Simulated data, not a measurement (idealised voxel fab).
Process module name: voxel spacer lines
Xsec cut, 155 nm wide, square cell size 5 nm.
Format of a cross-section: grid, square cells. Given as bands. Order: top down. Band: one or more rows of cells. The band entry comprises the height of the band's top followed by the height of its bottom, expressed in nm, and subsequently the band's materials from left to right, each stated together with its width in nm. Where a single material is marked with the word "edge to edge", that material fills the band from edge to edge. The word "air" represents empty space. Beneath 0, the wafer as received is one material, and that level is where height counting begins. The lowest band goes on downward without a bottom; it is written like "top 0, no bottom". Quick explanation for "30->40": the width changes in equal steps down the rows of cells, from the first number in the band's top row to the second number in its bottom row. Where a step carries "nothing was modified", the cross-section came out of it unchanged, cell for cell. Heads up: "Enclosed internal cavities" only lists the empty pockets with no open path to the top that are 8 cells or more, and it writes them as width x height at distance, distance from the left edge, in nm. Formally, on a step line, whatever follows the settings is a remark that the simulator itself makes on the step. overlay nm: where the mask lay relative to plan, measured to the right, on steps with a mask; negatives go left.

## Here's what the planned process steps look like
1,RECEIVE | material Si
2,CONFORMAL_DEP | material Al2O3 | thk nm 10
3,DIRECTIONAL_DEP | material W | thk nm 20
4,DIRECTIONAL_DEP | material aC | thk nm 30
5,PATTERN | tone cover | mask id MANDREL | material resist | width nm 20 | pitch nm 60 | thk nm 40 | overlay nm 0
6,DIRECTIONAL_ETCH | etch materials aC | depth nm 30
7,STRIP | etch materials resist
8,CONFORMAL_DEP | material SiN | thk nm 10
9,DIRECTIONAL_ETCH | etch materials SiN | depth nm 10
10,STRIP | etch materials aC
11,DIRECTIONAL_ETCH | etch materials W | depth nm 20
12,STRIP | etch materials SiN

## Incoming wafer in cross-section (state: after step 1)
	top 0, no bottom = Si edge to edge
	Enclosed internal cavities: none

## Here's the cross-section of the first of our two wafers at the end of the module - it ran as planned
	top 30, bottom 10 = 25 of air; 10 of W; 20 of air; 10 of W; 20 of air; 10 of W; 20 of air; 10 of W; 30 of air
	top 10, bottom 0 = Al2O3 edge to edge
	top 0, no bottom = Si edge to edge
	Enclosed internal cavities: none

## Cross-sectional image of the second wafer of the two following completion of the module. Starting state and process plan were the same as for the first wafer; one execution error occurred
	top 60, bottom 50 = 35 of air; 20 of aC; 40 of air; 20 of aC; 40 of air
	top 50, bottom 30 = 25 of air; 10 of W; 20 of aC; 10 of W; 20 of air; 10 of W; 20 of aC; 10 of W; 30 of air
	top 30, bottom 20 = 25 of air; 40 of W; 20 of air; 40 of W; 30 of air
	top 20, bottom 10 = W edge to edge
	top 10, bottom 0 = Al2O3 edge to edge
	top 0, no bottom = Si edge to edge
	Enclosed internal cavities: none
In executing the process, a mistake was made relative to the plan: for step 8, the planned setting was not used; the step was instead run as CONFORMAL_DEP | material W | thk nm 10
Final difference in cells, second wafer against first, listed per material as more or fewer: 94 more of W | 48 more of aC
